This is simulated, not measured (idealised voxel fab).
process module | voxel local oxidation
cross-section cut | 170 nm wide | cells 5 nm
A cross-section is a grid of square cells, given in bands from the top down. A band is one or more rows of cells.
Each band's line starts with the height of the band's top and of its bottom, in nm. Then come its materials from left to right, each with its width in nm. One material with "throughout" fills the band from edge to edge. "air" is empty space.
Height 0 is the level under which the wafer as received is all one material. The lowest band goes on downwards, as in "0 down".
A width such as "30 to 40" changes by the same amount from each row of cells to the next, from the band's top row to its bottom row.
"no change" after a step means that no cell of the cross-section changed.
closed voids: empty space of 8 cells or more with no open way to the top, each as width x height at its distance from the left edge, in nm
after a step's settings: what the simulator itself notes on the step
overlay nm, on a step with a mask: how far to the right of its planned place the mask lay; to the left if negative
plan
1 op RECEIVE | material Si
2 op CONFORMAL_DEP | material SiO2 | thk nm 5
3 op CONFORMAL_DEP | material SiN | thk nm 15
4 op DIRECTIONAL_DEP | material aC | thk nm 15
5 op PATTERN | tone cover | mask id ACTIVE | material resist | width nm 100 | thk nm 30 | overlay nm 0
6 op DIRECTIONAL_ETCH | etch materials aC | depth nm 15
7 op STRIP | etch materials resist
8 op DIRECTIONAL_ETCH | etch materials SiN | depth nm 15
9 op STRIP | etch materials aC
10 op SELECTIVE_ETCH | etch materials SiO2 | depth nm 5
11 op OXIDIZE | depth nm 10
12 op STRIP | etch materials SiN
first wafer, as planned
as received, after step 1
  0 down: Si throughout
  closed voids: none
after step 2
  5 to 0: SiO2 throughout
  below 0: unchanged
after step 3
  20 to 5: SiN throughout
  below 5: unchanged
after step 4
  35 to 20: aC throughout
  below 20: unchanged
after step 5
  65 to 35: air 35 | resist 100 | air 35
  below 35: unchanged
after step 6
  50 to 35: air 35 | resist 100 | air 35
  35 to 20: air 35 | aC 100 | air 35
  below 20: unchanged
after step 7
  35 to 20: air 35 | aC 100 | air 35
  below 20: unchanged
after step 8
  35 to 20: air 35 | aC 100 | air 35
  20 to 5: air 35 | SiN 100 | air 35
  below 5: unchanged
after step 9
  20 to 5: air 35 | SiN 100 | air 35
  below 5: unchanged
after step 10
  20 to 5: air 35 | SiN 100 | air 35
  5 to 0: air 40 | SiO2 90 | air 40
  below 0: unchanged
after step 11
  20 to 5: air 35 | SiN 100 | air 35
  5 to 0: air 40 | SiO2 90 | air 40
  0 to -10: SiO2 50 | Si 70 | SiO2 50
  below -10: unchanged
after step 12
  5 to 0: air 40 | SiO2 90 | air 40
  below 0: unchanged
second wafer: like start, like plan, one mistake. Through step 10 it matches the first wafer
when step 11 should have ended
  20 to 5: air 35 | SiN 100 | air 35
  5 to 0: air 40 | SiO2 90 | air 40
  0 to -15: SiO2 55 | Si 60 | SiO2 55
  below -15: unchanged
when step 12 should have ended
  5 to 0: air 40 | SiO2 90 | air 40
  below 0: unchanged
what went wrong: step 11 ran as: op OXIDIZE | depth nm 15
at the end the second wafer has, in cells: 26 fewer of Si | 26 more of SiO2
